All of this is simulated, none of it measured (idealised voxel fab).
The name of this process module is voxel transistor to metal.
Section shown: cut. Width: 155 nm. Cell size: 5 nm, square.
Throughout this document, each cross-section is represented as a grid of square cells and is presented as a sequence of bands enumerated from the top downward, where a band comprises one or more rows of cells.
This entry defines a band. It first specifies the height of the band's top and the height of its bottom in nm, and then specifies the band's materials from left to right, stating each material with its width in nm. The word "throughout" identifies a single material that fills the band from edge to edge, while the word "empty" identifies empty space.
For the purposes of this specification, 0 denotes the height below which the wafer in its as-received condition is composed wholly of one material, and the lowermost band, lacking a lower limit, extends downward without end, as expressed in "top 0, no bottom".
The two numbers in a width such as "30->40" mark its ends across the band: the first belongs to the top row of cells, the second to the bottom row, and from each row to the next the width moves by the same amount.
Where the words "no alterations made" appear for a step, the cross-section shows no cell changed by that step; every cell remained as before.
Closed empty spaces (no open way to the top) of 8 cells or more are what "Trapped cavities" lists, each as width x height at distance from the left edge, nm for all three.
The remark found on a step's line after its settings is issued by the simulator itself and pertains to that step.
overlay nm: right-of-plan distance of the mask on a masked step; negative values mean left-of-plan.
## So here's the lineup of process steps we planned
1 RECEIVE,material Si
2 OXIDIZE,depth nm 5
3 CONFORMAL_DEP,material SiN,thk nm 15
4 MASKED_ETCH,tone cover,mask id ACTIVE,width nm 105,etch materials SiN,depth nm 15,overlay nm 0
5 MASKED_ETCH,tone cover,mask id ACTIVE,width nm 105,etch materials SiO2,depth nm 5,overlay nm 0
6 MASKED_ETCH,tone cover,mask id ACTIVE,width nm 105,etch materials Si,depth nm 35,overlay nm 0
7 OXIDIZE,depth nm 5
8 FILL_DEP,material SiO2,thk nm 10
9 CMP,height nm 15
10 SELECTIVE_ETCH,etch materials SiO2,depth nm 10
11 STRIP,etch materials SiN
12 SELECTIVE_ETCH,etch materials SiO2,depth nm 5
13 OXIDIZE,depth nm 5
14 DIRECTIONAL_DEP,material polySi,thk nm 25
15 DIRECTIONAL_DEP,material SiCN,thk nm 15
16 DIRECTIONAL_DEP,material aC,thk nm 10
17 PATTERN,tone cover,mask id GATE,material resist,width nm 15,thk nm 25,overlay nm 0
18 DIRECTIONAL_ETCH,etch materials aC,depth nm 10
19 STRIP,etch materials resist
20 DIRECTIONAL_ETCH,etch materials SiCN,depth nm 25
21 DIRECTIONAL_ETCH,etch materials polySi,depth nm 35
22 STRIP,etch materials aC
23 CONFORMAL_DEP,material SiO2,thk nm 5
24 DIRECTIONAL_ETCH,etch materials SiO2,depth nm 5
25 CONFORMAL_DEP,material SiN,thk nm 10
26 DIRECTIONAL_ETCH,etch materials SiN,depth nm 10
27 DIRECTIONAL_ETCH,etch materials SiO2,depth nm 5
28 DIRECTIONAL_ETCH,etch materials Si,depth nm 5
29 EPI,material pSi,thk nm 10
30 FILL_DEP,material SiO2,thk nm 5
31 CMP,height nm 35
32 DIRECTIONAL_DEP,material SiO2,thk nm 15
33 PATTERN,tone open,mask id CONTACT,material resist,width nm 20,pitch nm 65,thk nm 20,overlay nm 0
34 DIRECTIONAL_ETCH,etch materials SiO2,depth nm 50
35 STRIP,etch materials resist
36 CONFORMAL_DEP,material TiN,thk nm 5
37 FILL_DEP,material W,thk nm 5
38 CMP,height nm 50
39 CONFORMAL_DEP,material SiCN,thk nm 5
40 DIRECTIONAL_DEP,material SiO2,thk nm 25
41 PATTERN,tone open,mask id METAL_1,material resist,width nm 20,pitch nm 65,thk nm 15,overlay nm 0
42 DIRECTIONAL_ETCH,etch materials SiO2,depth nm 25
43 DIRECTIONAL_ETCH,etch materials SiCN,depth nm 5
44 STRIP,etch materials resist
45 CONFORMAL_DEP,material TiN,thk nm 5
46 FILL_DEP,material W,thk nm 5
47 CMP,height nm 80
48 EPI,material Ru,thk nm 5
49 FILL_DEP,material SiCN,thk nm 5
## The first of the two wafers, which ran as planned
## As-received state of the wafer in cross-section, equivalent to post-step 1
  top 0, no bottom: Si throughout
  Trapped cavities: none
## Upon completion of step 2, the wafer appears in cross-section as shown
  top 0, bottom -5: SiO2 throughout
  Note: structure below -5 unchanged.
## Upon completion of step 3, the wafer appears in cross-section as shown
  top 15, bottom 0: SiN throughout
  Note: structure below 0 unchanged.
## Upon completion of step 4, the wafer appears in cross-section as shown
  top 15, bottom 0: empty=25 / SiN=105 / empty=25
  Note: structure below 0 unchanged.
## Upon completion of step 5, the wafer appears in cross-section as shown
  top 15, bottom 0: empty=25 / SiN=105 / empty=25
  top 0, bottom -5: empty=25 / SiO2=105 / empty=25
  Note: structure below -5 unchanged.
## Upon completion of step 6, the wafer appears in cross-section as shown
  top 15, bottom 0: empty=25 / SiN=105 / empty=25
  top 0, bottom -5: empty=25 / SiO2=105 / empty=25
  top -5, bottom -40: empty=25 / Si=105 / empty=25
  Note: structure below -40 unchanged.
## Upon completion of step 7, the wafer appears in cross-section as shown
  top 15, bottom 0: empty=25 / SiN=105 / empty=25
  top 0, bottom -5: empty=25 / SiO2=105 / empty=25
  top -5, bottom -40: empty=25 / SiO2=5 / Si=95 / SiO2=5 / empty=25
  top -40, bottom -45: SiO2=30 / Si=95 / SiO2=30
  Note: structure below -45 unchanged.
## Upon completion of step 8, the wafer appears in cross-section as shown
  top 25, bottom 15: SiO2 throughout
  top 15, bottom 0: SiO2=25 / SiN=105 / SiO2=25
  top 0, bottom -5: SiO2 throughout
  top -5, bottom -45: SiO2=30 / Si=95 / SiO2=30
  Note: structure below -45 unchanged.
## Upon completion of step 9, the wafer appears in cross-section as shown
  top 15, bottom 0: SiO2=25 / SiN=105 / SiO2=25
  Note: structure below 0 unchanged.
## Upon completion of step 10, the wafer appears in cross-section as shown
  top 15, bottom 5: empty=25 / SiN=105 / empty=25
  Note: structure below 5 unchanged.
## Upon completion of step 11, the wafer appears in cross-section as shown
  top 5, bottom 0: SiO2=25 / empty=105 / SiO2=25
  Note: structure below 0 unchanged.
## Upon completion of step 12, the wafer appears in cross-section as shown
  top 0, bottom -5: SiO2=20 / empty=115 / SiO2=20
  Note: structure below -5 unchanged.
## Upon completion of step 13, the wafer appears in cross-section as shown
  top 0, bottom -5: SiO2=20 / empty=115 / SiO2=20
  top -5, bottom -10: SiO2 throughout
  Note: structure below -10 unchanged.
## Upon completion of step 14, the wafer appears in cross-section as shown
  top 25, bottom 20: polySi=20 / empty=115 / polySi=20
  top 20, bottom 0: polySi throughout
  top 0, bottom -5: SiO2=20 / polySi=115 / SiO2=20
  Note: structure below -5 unchanged.
## Upon completion of step 15, the wafer appears in cross-section as shown
  top 40, bottom 35: SiCN=20 / empty=115 / SiCN=20
  top 35, bottom 25: SiCN throughout
  top 25, bottom 20: polySi=20 / SiCN=115 / polySi=20
  Note: structure below 20 unchanged.
## Upon completion of step 16, the wafer appears in cross-section as shown
  top 50, bottom 45: aC=20 / empty=115 / aC=20
  top 45, bottom 40: aC throughout
  top 40, bottom 35: SiCN=20 / aC=115 / SiCN=20
  Note: structure below 35 unchanged.
## Upon completion of step 17, the wafer appears in cross-section as shown
  top 75, bottom 50: empty=70 / resist=15 / empty=70
  top 50, bottom 45: aC=20 / empty=50 / resist=15 / empty=50 / aC=20
  Note: structure below 45 unchanged.
## Upon completion of step 18, the wafer appears in cross-section as shown
  top 65, bottom 45: empty=70 / resist=15 / empty=70
  top 45, bottom 40: empty=70 / aC=15 / empty=70
  top 40, bottom 35: SiCN=20 / empty=50 / aC=15 / empty=50 / SiCN=20
  Note: structure below 35 unchanged.
## Upon completion of step 19, the wafer appears in cross-section as shown
  top 45, bottom 40: empty=70 / aC=15 / empty=70
  Note: structure below 40 unchanged.
## Upon completion of step 20, the wafer appears in cross-section as shown
  top 45, bottom 35: empty=70 / aC=15 / empty=70
  top 35, bottom 25: empty=70 / SiCN=15 / empty=70
  top 25, bottom 20: polySi=20 / empty=50 / SiCN=15 / empty=50 / polySi=20
  Note: structure below 20 unchanged.
## Upon completion of step 21, the wafer appears in cross-section as shown
  top 45, bottom 35: empty=70 / aC=15 / empty=70
  top 35, bottom 20: empty=70 / SiCN=15 / empty=70
  top 20, bottom 0: empty=70 / polySi=15 / empty=70
  top 0, bottom -5: SiO2=20 / empty=50 / polySi=15 / empty=50 / SiO2=20
  Note: structure below -5 unchanged.
## Upon completion of step 22, the wafer appears in cross-section as shown
  top 35, bottom 20: empty=70 / SiCN=15 / empty=70
  Note: structure below 20 unchanged.
## Upon completion of step 23, the wafer appears in cross-section as shown
  top 40, bottom 35: empty=65 / SiO2=25 / empty=65
  top 35, bottom 20: empty=65 / SiO2=5 / SiCN=15 / SiO2=5 / empty=65
  top 20, bottom 5: empty=65 / SiO2=5 / polySi=15 / SiO2=5 / empty=65
  top 5, bottom 0: SiO2=25 / empty=40 / SiO2=5 / polySi=15 / SiO2=5 / empty=40 / SiO2=25
  top 0, bottom -5: SiO2=70 / polySi=15 / SiO2=70
  Note: structure below -5 unchanged.
## Upon completion of step 24, the wafer appears in cross-section as shown
  top 35, bottom 20: empty=65 / SiO2=5 / SiCN=15 / SiO2=5 / empty=65
  top 20, bottom 0: empty=65 / SiO2=5 / polySi=15 / SiO2=5 / empty=65
  top 0, bottom -5: SiO2=25 / empty=40 / SiO2=5 / polySi=15 / SiO2=5 / empty=40 / SiO2=25
  Note: structure below -5 unchanged.
## Upon completion of step 25, the wafer appears in cross-section as shown
  top 45, bottom 35: empty=55 / SiN=45 / empty=55
  top 35, bottom 20: empty=55 / SiN=10 / SiO2=5 / SiCN=15 / SiO2=5 / SiN=10 / empty=55
  top 20, bottom 10: empty=55 / SiN=10 / SiO2=5 / polySi=15 / SiO2=5 / SiN=10 / empty=55
  top 10, bottom 5: SiN=35 / empty=20 / SiN=10 / SiO2=5 / polySi=15 / SiO2=5 / SiN=10 / empty=20 / SiN=35
  top 5, bottom 0: SiN=65 / SiO2=5 / polySi=15 / SiO2=5 / SiN=65
  top 0, bottom -5: SiO2=25 / SiN=40 / SiO2=5 / polySi=15 / SiO2=5 / SiN=40 / SiO2=25
  Note: structure below -5 unchanged.
## Upon completion of step 26, the wafer appears in cross-section as shown
  top 35, bottom 20: empty=55 / SiN=10 / SiO2=5 / SiCN=15 / SiO2=5 / SiN=10 / empty=55
  top 20, bottom 0: empty=55 / SiN=10 / SiO2=5 / polySi=15 / SiO2=5 / SiN=10 / empty=55
  top 0, bottom -5: SiO2=25 / SiN=10 / empty=20 / SiN=10 / SiO2=5 / polySi=15 / SiO2=5 / SiN=10 / empty=20 / SiN=10 / SiO2=25
  Note: structure below -5 unchanged.
## Upon completion of step 27, the wafer appears in cross-section as shown
  top 35, bottom 30: empty=55 / SiN=10 / empty=5 / SiCN=15 / empty=5 / SiN=10 / empty=55
  top 30, bottom 20: empty=55 / SiN=10 / SiO2=5 / SiCN=15 / SiO2=5 / SiN=10 / empty=55
  top 20, bottom 0: empty=55 / SiN=10 / SiO2=5 / polySi=15 / SiO2=5 / SiN=10 / empty=55
  top 0, bottom -5: empty=25 / SiN=10 / empty=20 / SiN=10 / SiO2=5 / polySi=15 / SiO2=5 / SiN=10 / empty=20 / SiN=10 / empty=25
  top -5, bottom -10: SiO2=35 / empty=20 / SiO2=45 / empty=20 / SiO2=35
  Note: structure below -10 unchanged.
## Upon completion of step 28, the wafer appears in cross-section as shown
  top 35, bottom 30: empty=55 / SiN=10 / empty=5 / SiCN=15 / empty=5 / SiN=10 / empty=55
  top 30, bottom 20: empty=55 / SiN=10 / SiO2=5 / SiCN=15 / SiO2=5 / SiN=10 / empty=55
  top 20, bottom 0: empty=55 / SiN=10 / SiO2=5 / polySi=15 / SiO2=5 / SiN=10 / empty=55
  top 0, bottom -5: empty=25 / SiN=10 / empty=20 / SiN=10 / SiO2=5 / polySi=15 / SiO2=5 / SiN=10 / empty=20 / SiN=10 / empty=25
  top -5, bottom -10: SiO2=35 / empty=20 / SiO2=45 / empty=20 / SiO2=35
  top -10, bottom -15: SiO2=30 / Si=5 / empty=20 / Si=45 / empty=20 / Si=5 / SiO2=30
  Note: structure below -15 unchanged.
## Upon completion of step 29, the wafer appears in cross-section as shown
  top 35, bottom 30: empty=55 / SiN=10 / empty=5 / SiCN=15 / empty=5 / SiN=10 / empty=55
  top 30, bottom 20: empty=55 / SiN=10 / SiO2=5 / SiCN=15 / SiO2=5 / SiN=10 / empty=55
  top 20, bottom 0: empty=55 / SiN=10 / SiO2=5 / polySi=15 / SiO2=5 / SiN=10 / empty=55
  top 0, bottom -5: empty=25 / SiN=10 / pSi=20 / SiN=10 / SiO2=5 / polySi=15 / SiO2=5 / SiN=10 / pSi=20 / SiN=10 / empty=25
  top -5, bottom -10: SiO2=35 / pSi=20 / SiO2=45 / pSi=20 / SiO2=35
  top -10, bottom -15: SiO2=30 / Si=5 / pSi=20 / Si=45 / pSi=20 / Si=5 / SiO2=30
  Note: structure below -15 unchanged.
## Upon completion of step 30, the wafer appears in cross-section as shown
  top 40, bottom 35: SiO2 throughout
  top 35, bottom 20: SiO2=55 / SiN=10 / SiO2=5 / SiCN=15 / SiO2=5 / SiN=10 / SiO2=55
  top 20, bottom 0: SiO2=55 / SiN=10 / SiO2=5 / polySi=15 / SiO2=5 / SiN=10 / SiO2=55
  top 0, bottom -5: SiO2=25 / SiN=10 / pSi=20 / SiN=10 / SiO2=5 / polySi=15 / SiO2=5 / SiN=10 / pSi=20 / SiN=10 / SiO2=25
  Note: structure below -5 unchanged.
## Upon completion of step 31, the wafer appears in cross-section as shown
  top 35, bottom 20: SiO2=55 / SiN=10 / SiO2=5 / SiCN=15 / SiO2=5 / SiN=10 / SiO2=55
  Note: structure below 20 unchanged.
## Upon completion of step 32, the wafer appears in cross-section as shown
  top 50, bottom 35: SiO2 throughout
  Note: structure below 35 unchanged.
## Upon completion of step 33, the wafer appears in cross-section as shown
  top 70, bottom 50: resist=35 / empty=20 / resist=45 / empty=20 / resist=35
  Note: structure below 50 unchanged.
## Upon completion of step 34, the wafer appears in cross-section as shown
  top 70, bottom 50: resist=35 / empty=20 / resist=45 / empty=20 / resist=35
  top 50, bottom 35: SiO2=35 / empty=20 / SiO2=45 / empty=20 / SiO2=35
  top 35, bottom 20: SiO2=35 / empty=20 / SiN=10 / SiO2=5 / SiCN=15 / SiO2=5 / SiN=10 / empty=20 / SiO2=35
  top 20, bottom 0: SiO2=35 / empty=20 / SiN=10 / SiO2=5 / polySi=15 / SiO2=5 / SiN=10 / empty=20 / SiO2=35
  Note: structure below 0 unchanged.
## Upon completion of step 35, the wafer appears in cross-section as shown
  top 50, bottom 35: SiO2=35 / empty=20 / SiO2=45 / empty=20 / SiO2=35
  Note: structure below 35 unchanged.
## Upon completion of step 36, the wafer appears in cross-section as shown
  top 55, bottom 50: TiN=40 / empty=10 / TiN=55 / empty=10 / TiN=40
  top 50, bottom 35: SiO2=35 / TiN=5 / empty=10 / TiN=5 / SiO2=45 / TiN=5 / empty=10 / TiN=5 / SiO2=35
  top 35, bottom 20: SiO2=35 / TiN=5 / empty=10 / TiN=5 / SiN=10 / SiO2=5 / SiCN=15 / SiO2=5 / SiN=10 / TiN=5 / empty=10 / TiN=5 / SiO2=35
  top 20, bottom 5: SiO2=35 / TiN=5 / empty=10 / TiN=5 / SiN=10 / SiO2=5 / polySi=15 / SiO2=5 / SiN=10 / TiN=5 / empty=10 / TiN=5 / SiO2=35
  top 5, bottom 0: SiO2=35 / TiN=20 / SiN=10 / SiO2=5 / polySi=15 / SiO2=5 / SiN=10 / TiN=20 / SiO2=35
  Note: structure below 0 unchanged.
## Upon completion of step 37, the wafer appears in cross-section as shown
  top 60, bottom 55: W throughout
  top 55, bottom 50: TiN=40 / W=10 / TiN=55 / W=10 / TiN=40
  top 50, bottom 35: SiO2=35 / TiN=5 / W=10 / TiN=5 / SiO2=45 / TiN=5 / W=10 / TiN=5 / SiO2=35
  top 35, bottom 20: SiO2=35 / TiN=5 / W=10 / TiN=5 / SiN=10 / SiO2=5 / SiCN=15 / SiO2=5 / SiN=10 / TiN=5 / W=10 / TiN=5 / SiO2=35
  top 20, bottom 5: SiO2=35 / TiN=5 / W=10 / TiN=5 / SiN=10 / SiO2=5 / polySi=15 / SiO2=5 / SiN=10 / TiN=5 / W=10 / TiN=5 / SiO2=35
  Note: structure below 5 unchanged.
## Upon completion of step 38, the wafer appears in cross-section as shown
  top 50, bottom 35: SiO2=35 / TiN=5 / W=10 / TiN=5 / SiO2=45 / TiN=5 / W=10 / TiN=5 / SiO2=35
  Note: structure below 35 unchanged.
## Upon completion of step 39, the wafer appears in cross-section as shown
  top 55, bottom 50: SiCN throughout
  Note: structure below 50 unchanged.
## Upon completion of step 40, the wafer appears in cross-section as shown
  top 80, bottom 55: SiO2 throughout
  Note: structure below 55 unchanged.
## Upon completion of step 41, the wafer appears in cross-section as shown
  top 95, bottom 80: resist=35 / empty=20 / resist=45 / empty=20 / resist=35
  Note: structure below 80 unchanged.
## Upon completion of step 42, the wafer appears in cross-section as shown
  top 95, bottom 80: resist=35 / empty=20 / resist=45 / empty=20 / resist=35
  top 80, bottom 55: SiO2=35 / empty=20 / SiO2=45 / empty=20 / SiO2=35
  Note: structure below 55 unchanged.
## Upon completion of step 43, the wafer appears in cross-section as shown
  top 95, bottom 80: resist=35 / empty=20 / resist=45 / empty=20 / resist=35
  top 80, bottom 55: SiO2=35 / empty=20 / SiO2=45 / empty=20 / SiO2=35
  top 55, bottom 50: SiCN=35 / empty=20 / SiCN=45 / empty=20 / SiCN=35
  Note: structure below 50 unchanged.
## Upon completion of step 44, the wafer appears in cross-section as shown
  top 80, bottom 55: SiO2=35 / empty=20 / SiO2=45 / empty=20 / SiO2=35
  Note: structure below 55 unchanged.
## Upon completion of step 45, the wafer appears in cross-section as shown
  top 85, bottom 80: TiN=40 / empty=10 / TiN=55 / empty=10 / TiN=40
  top 80, bottom 55: SiO2=35 / TiN=5 / empty=10 / TiN=5 / SiO2=45 / TiN=5 / empty=10 / TiN=5 / SiO2=35
  top 55, bottom 50: SiCN=35 / TiN=20 / SiCN=45 / TiN=20 / SiCN=35
  Note: structure below 50 unchanged.
## Upon completion of step 46, the wafer appears in cross-section as shown
  top 90, bottom 85: W throughout
  top 85, bottom 80: TiN=40 / W=10 / TiN=55 / W=10 / TiN=40
  top 80, bottom 55: SiO2=35 / TiN=5 / W=10 / TiN=5 / SiO2=45 / TiN=5 / W=10 / TiN=5 / SiO2=35
  Note: structure below 55 unchanged.
## Upon completion of step 47, the wafer appears in cross-section as shown
  top 80, bottom 55: SiO2=35 / TiN=5 / W=10 / TiN=5 / SiO2=45 / TiN=5 / W=10 / TiN=5 / SiO2=35
  Note: structure below 55 unchanged.
## Upon completion of step 48, the wafer appears in cross-section as shown
  top 85, bottom 80: empty=30 / Ru=30 / empty=35 / Ru=30 / empty=30
  Note: structure below 80 unchanged.
## Upon completion of step 49, the wafer appears in cross-section as shown
  top 90, bottom 85: SiCN throughout
  top 85, bottom 80: SiCN=30 / Ru=30 / SiCN=35 / Ru=30 / SiCN=30
  Note: structure below 80 unchanged.
## Wafer two. Same start, same plan, one slip in execution. Same as wafer one through step 22, inclusive
The second wafer cut through, at the time step 23 was supposed to be finished: no alterations made
## The second wafer cut through, at the time step 24 was supposed to be finished
  top 35, bottom 20: empty=70 / SiCN=15 / empty=70
  top 20, bottom -5: empty=70 / polySi=15 / empty=70
  top -5, bottom -10: SiO2=20 / empty=50 / SiO2=15 / empty=50 / SiO2=20
  Note: structure below -10 unchanged.
## The second wafer cut through, at the time step 25 was supposed to be finished
  top 45, bottom 35: empty=60 / SiN=35 / empty=60
  top 35, bottom 20: empty=60 / SiN=10 / SiCN=15 / SiN=10 / empty=60
  top 20, bottom 5: empty=60 / SiN=10 / polySi=15 / SiN=10 / empty=60
  top 5, bottom 0: SiN=30 / empty=30 / SiN=10 / polySi=15 / SiN=10 / empty=30 / SiN=30
  top 0, bottom -5: SiN=70 / polySi=15 / SiN=70
  top -5, bottom -10: SiO2=20 / SiN=50 / SiO2=15 / SiN=50 / SiO2=20
  Note: structure below -10 unchanged.
## The second wafer cut through, at the time step 26 was supposed to be finished
  top 35, bottom 20: empty=60 / SiN=10 / SiCN=15 / SiN=10 / empty=60
  top 20, bottom -5: empty=60 / SiN=10 / polySi=15 / SiN=10 / empty=60
  top -5, bottom -10: SiO2=20 / SiN=10 / empty=30 / SiN=10 / SiO2=15 / SiN=10 / empty=30 / SiN=10 / SiO2=20
  Note: structure below -10 unchanged.
## The second wafer cut through, at the time step 27 was supposed to be finished
  top 35, bottom 20: empty=60 / SiN=10 / SiCN=15 / SiN=10 / empty=60
  top 20, bottom -5: empty=60 / SiN=10 / polySi=15 / SiN=10 / empty=60
  top -5, bottom -10: empty=20 / SiN=10 / empty=30 / SiN=10 / SiO2=15 / SiN=10 / empty=30 / SiN=10 / empty=20
  Note: structure below -10 unchanged.
## The second wafer cut through, at the time step 28 was supposed to be finished
  top 35, bottom 20: empty=60 / SiN=10 / SiCN=15 / SiN=10 / empty=60
  top 20, bottom -5: empty=60 / SiN=10 / polySi=15 / SiN=10 / empty=60
  top -5, bottom -10: empty=20 / SiN=10 / empty=30 / SiN=10 / SiO2=15 / SiN=10 / empty=30 / SiN=10 / empty=20
  top -10, bottom -15: SiO2=30 / empty=30 / Si=35 / empty=30 / SiO2=30
  Note: structure below -15 unchanged.
## The second wafer cut through, at the time step 29 was supposed to be finished
  top 35, bottom 20: empty=60 / SiN=10 / SiCN=15 / SiN=10 / empty=60
  top 20, bottom 0: empty=60 / SiN=10 / polySi=15 / SiN=10 / empty=60
  top 0, bottom -5: empty=50 / pSi=10 / SiN=10 / polySi=15 / SiN=10 / pSi=10 / empty=50
  top -5, bottom -10: empty=20 / SiN=10 / pSi=30 / SiN=10 / SiO2=15 / SiN=10 / pSi=30 / SiN=10 / empty=20
  top -10, bottom -15: SiO2=30 / pSi=30 / Si=35 / pSi=30 / SiO2=30
  Note: structure below -15 unchanged.
## The second wafer cut through, at the time step 30 was supposed to be finished
  top 40, bottom 35: SiO2 throughout
  top 35, bottom 20: SiO2=60 / SiN=10 / SiCN=15 / SiN=10 / SiO2=60
  top 20, bottom 0: SiO2=60 / SiN=10 / polySi=15 / SiN=10 / SiO2=60
  top 0, bottom -5: SiO2=50 / pSi=10 / SiN=10 / polySi=15 / SiN=10 / pSi=10 / SiO2=50
  top -5, bottom -10: SiO2=20 / SiN=10 / pSi=30 / SiN=10 / SiO2=15 / SiN=10 / pSi=30 / SiN=10 / SiO2=20
  Note: structure below -10 unchanged.
## The second wafer cut through, at the time step 31 was supposed to be finished
  top 35, bottom 20: SiO2=60 / SiN=10 / SiCN=15 / SiN=10 / SiO2=60
  Note: structure below 20 unchanged.
## The second wafer cut through, at the time step 32 was supposed to be finished
  top 50, bottom 35: SiO2 throughout
  Note: structure below 35 unchanged.
## The second wafer cut through, at the time step 33 was supposed to be finished
  top 70, bottom 50: resist=35 / empty=20 / resist=45 / empty=20 / resist=35
  Note: structure below 50 unchanged.
## The second wafer cut through, at the time step 34 was supposed to be finished
  top 70, bottom 50: resist=35 / empty=20 / resist=45 / empty=20 / resist=35
  top 50, bottom 35: SiO2=35 / empty=20 / SiO2=45 / empty=20 / SiO2=35
  top 35, bottom 20: SiO2=35 / empty=20 / SiO2=5 / SiN=10 / SiCN=15 / SiN=10 / SiO2=5 / empty=20 / SiO2=35
  top 20, bottom 0: SiO2=35 / empty=20 / SiO2=5 / SiN=10 / polySi=15 / SiN=10 / SiO2=5 / empty=20 / SiO2=35
  Note: structure below 0 unchanged.
## The second wafer cut through, at the time step 35 was supposed to be finished
  top 50, bottom 35: SiO2=35 / empty=20 / SiO2=45 / empty=20 / SiO2=35
  Note: structure below 35 unchanged.
## The second wafer cut through, at the time step 36 was supposed to be finished
  top 55, bottom 50: TiN=40 / empty=10 / TiN=55 / empty=10 / TiN=40
  top 50, bottom 35: SiO2=35 / TiN=5 / empty=10 / TiN=5 / SiO2=45 / TiN=5 / empty=10 / TiN=5 / SiO2=35
  top 35, bottom 20: SiO2=35 / TiN=5 / empty=10 / TiN=5 / SiO2=5 / SiN=10 / SiCN=15 / SiN=10 / SiO2=5 / TiN=5 / empty=10 / TiN=5 / SiO2=35
  top 20, bottom 5: SiO2=35 / TiN=5 / empty=10 / TiN=5 / SiO2=5 / SiN=10 / polySi=15 / SiN=10 / SiO2=5 / TiN=5 / empty=10 / TiN=5 / SiO2=35
  top 5, bottom 0: SiO2=35 / TiN=20 / SiO2=5 / SiN=10 / polySi=15 / SiN=10 / SiO2=5 / TiN=20 / SiO2=35
  Note: structure below 0 unchanged.
## The second wafer cut through, at the time step 37 was supposed to be finished
  top 60, bottom 55: W throughout
  top 55, bottom 50: TiN=40 / W=10 / TiN=55 / W=10 / TiN=40
  top 50, bottom 35: SiO2=35 / TiN=5 / W=10 / TiN=5 / SiO2=45 / TiN=5 / W=10 / TiN=5 / SiO2=35
  top 35, bottom 20: SiO2=35 / TiN=5 / W=10 / TiN=5 / SiO2=5 / SiN=10 / SiCN=15 / SiN=10 / SiO2=5 / TiN=5 / W=10 / TiN=5 / SiO2=35
  top 20, bottom 5: SiO2=35 / TiN=5 / W=10 / TiN=5 / SiO2=5 / SiN=10 / polySi=15 / SiN=10 / SiO2=5 / TiN=5 / W=10 / TiN=5 / SiO2=35
  Note: structure below 5 unchanged.
## The second wafer cut through, at the time step 38 was supposed to be finished
  top 50, bottom 35: SiO2=35 / TiN=5 / W=10 / TiN=5 / SiO2=45 / TiN=5 / W=10 / TiN=5 / SiO2=35
  Note: structure below 35 unchanged.
## The second wafer cut through, at the time step 39 was supposed to be finished
  top 55, bottom 50: SiCN throughout
  Note: structure below 50 unchanged.
## The second wafer cut through, at the time step 40 was supposed to be finished
  top 80, bottom 55: SiO2 throughout
  Note: structure below 55 unchanged.
## The second wafer cut through, at the time step 41 was supposed to be finished
  top 95, bottom 80: resist=35 / empty=20 / resist=45 / empty=20 / resist=35
  Note: structure below 80 unchanged.
## The second wafer cut through, at the time step 42 was supposed to be finished
  top 95, bottom 80: resist=35 / empty=20 / resist=45 / empty=20 / resist=35
  top 80, bottom 55: SiO2=35 / empty=20 / SiO2=45 / empty=20 / SiO2=35
  Note: structure below 55 unchanged.
## The second wafer cut through, at the time step 43 was supposed to be finished
  top 95, bottom 80: resist=35 / empty=20 / resist=45 / empty=20 / resist=35
  top 80, bottom 55: SiO2=35 / empty=20 / SiO2=45 / empty=20 / SiO2=35
  top 55, bottom 50: SiCN=35 / empty=20 / SiCN=45 / empty=20 / SiCN=35
  Note: structure below 50 unchanged.
## The second wafer cut through, at the time step 44 was supposed to be finished
  top 80, bottom 55: SiO2=35 / empty=20 / SiO2=45 / empty=20 / SiO2=35
  Note: structure below 55 unchanged.
## The second wafer cut through, at the time step 45 was supposed to be finished
  top 85, bottom 80: TiN=40 / empty=10 / TiN=55 / empty=10 / TiN=40
  top 80, bottom 55: SiO2=35 / TiN=5 / empty=10 / TiN=5 / SiO2=45 / TiN=5 / empty=10 / TiN=5 / SiO2=35
  top 55, bottom 50: SiCN=35 / TiN=20 / SiCN=45 / TiN=20 / SiCN=35
  Note: structure below 50 unchanged.
## The second wafer cut through, at the time step 46 was supposed to be finished
  top 90, bottom 85: W throughout
  top 85, bottom 80: TiN=40 / W=10 / TiN=55 / W=10 / TiN=40
  top 80, bottom 55: SiO2=35 / TiN=5 / W=10 / TiN=5 / SiO2=45 / TiN=5 / W=10 / TiN=5 / SiO2=35
  Note: structure below 55 unchanged.
## The second wafer cut through, at the time step 47 was supposed to be finished
  top 80, bottom 55: SiO2=35 / TiN=5 / W=10 / TiN=5 / SiO2=45 / TiN=5 / W=10 / TiN=5 / SiO2=35
  Note: structure below 55 unchanged.
## The second wafer cut through, at the time step 48 was supposed to be finished
  top 85, bottom 80: empty=30 / Ru=30 / empty=35 / Ru=30 / empty=30
  Note: structure below 80 unchanged.
## The second wafer cut through, at the time step 49 was supposed to be finished
  top 90, bottom 85: SiCN throughout
  top 85, bottom 80: SiCN=30 / Ru=30 / SiCN=35 / Ru=30 / SiCN=30
  Note: structure below 80 unchanged.
Deviation noted in wafer processing: step 23 of the plan was omitted and not executed
at the end the second wafer has, in cells: Si -4; SiN +4; SiO2 -4; pSi +4
